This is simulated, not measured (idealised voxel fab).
Process module, titled voxel self aligned vias
It is cross-section cut that appears here, measuring 255 nm in width, its square cells being 5 nm in size.
A cross-section is a grid of square cells, given in bands from the top down. A band is one or more rows of cells.
Band: top height; bottom height; in nm. Then, left to right: material with width in nm, for each material. "everywhere": a single material spanning edge to edge. "blank": empty space.
The reference from which all heights are counted is 0, the level beneath which the as-received wafer is entirely one material; the lowest band, having no lower bound, proceeds downward and is written after the example "0 down".
When a width is written as two numbers, as in "30->40", the first number is the width in the top row of cells of the band and the second is the width in its bottom row, and the width changes by the same amount from each row to the next.
You'll sometimes find "identical to before" written for a step, and that's the way of saying that nowhere in the cross-section did a cell change during that step.
Closed empty spaces (no open way to the top) of 8 cells or more are what "Fully enclosed voids" lists, each as width x height at distance from the left edge, nm for all three.
On a step's line, text after the settings is the simulator commenting on that step.
"overlay nm", when on a step's line for a step with a mask, measures how far to the right of its planned place the mask lay; a negative measure means to the left.
### Below is the list of planned process steps
step 1: RECEIVE: material Si
step 2: CONFORMAL_DEP: material SiO2, thk nm 15
step 3: CONFORMAL_DEP: material SiCN, thk nm 5
step 4: DIRECTIONAL_DEP: material SiO2, thk nm 25
step 5: PATTERN: tone open, mask id LINES, material resist, width nm 25, pitch nm 65, thk nm 20, overlay nm 0
step 6: DIRECTIONAL_ETCH: etch materials SiO2, depth nm 25
step 7: STRIP: etch materials resist
step 8: CONFORMAL_DEP: material TiN, thk nm 5
step 9: FILL_DEP: material W, thk nm 10
step 10: CMP: height nm 45
step 11: SELECTIVE_ETCH: etch materials W Ru TiN, depth nm 5
step 12: FILL_DEP: material SiN, thk nm 10
step 13: CMP: height nm 45
step 14: DIRECTIONAL_DEP: material SiO2, thk nm 20
step 15: DIRECTIONAL_DEP: material aC, thk nm 15
step 16: PATTERN: tone open, mask id VIAS, material resist, width nm 45, pitch nm 65, thk nm 30, overlay nm 0
step 17: DIRECTIONAL_ETCH: etch materials aC, depth nm 15
step 18: STRIP: etch materials resist
step 19: DIRECTIONAL_ETCH: etch materials SiO2, depth nm 20
step 20: DIRECTIONAL_ETCH: etch materials SiN, depth nm 5
step 21: STRIP: etch materials aC
step 22: CONFORMAL_DEP: material TiN, thk nm 5
step 23: FILL_DEP: material W, thk nm 5
step 24: CMP: height nm 65
step 25: CONFORMAL_DEP: material SiN, thk nm 5
### Cross-section of the incoming wafer, state after step 1
* 0 down  Si everywhere
* Fully enclosed voids: none
### Cross-sectional result after module completion. Note: starting condition and plan are unchanged from above; one processing mistake was made
* 70 to 65  SiN everywhere
* 65 to 50  40 of SiO2 / 5 of TiN / 35 of W / 5 of TiN / 20 of SiO2 / 5 of TiN / 35 of W / 5 of TiN / 20 of SiO2 / 5 of TiN / 35 of W / 5 of TiN / 40 of SiO2
* 50 to 45  40 of SiO2 / 15 of TiN / 15 of W / 15 of TiN / 20 of SiO2 / 15 of TiN / 15 of W / 15 of TiN / 20 of SiO2 / 15 of TiN / 15 of W / 15 of TiN / 40 of SiO2
* 45 to 35  50 of SiO2 / 25 of TiN / 40 of SiO2 / 25 of TiN / 40 of SiO2 / 25 of TiN / 50 of SiO2
* 35 to 30  SiCN everywhere
* 30 to 0  SiO2 everywhere
* 0 down  Si everywhere
* Fully enclosed voids: none
Error vs. plan: execution of plan step 2 occurred twice
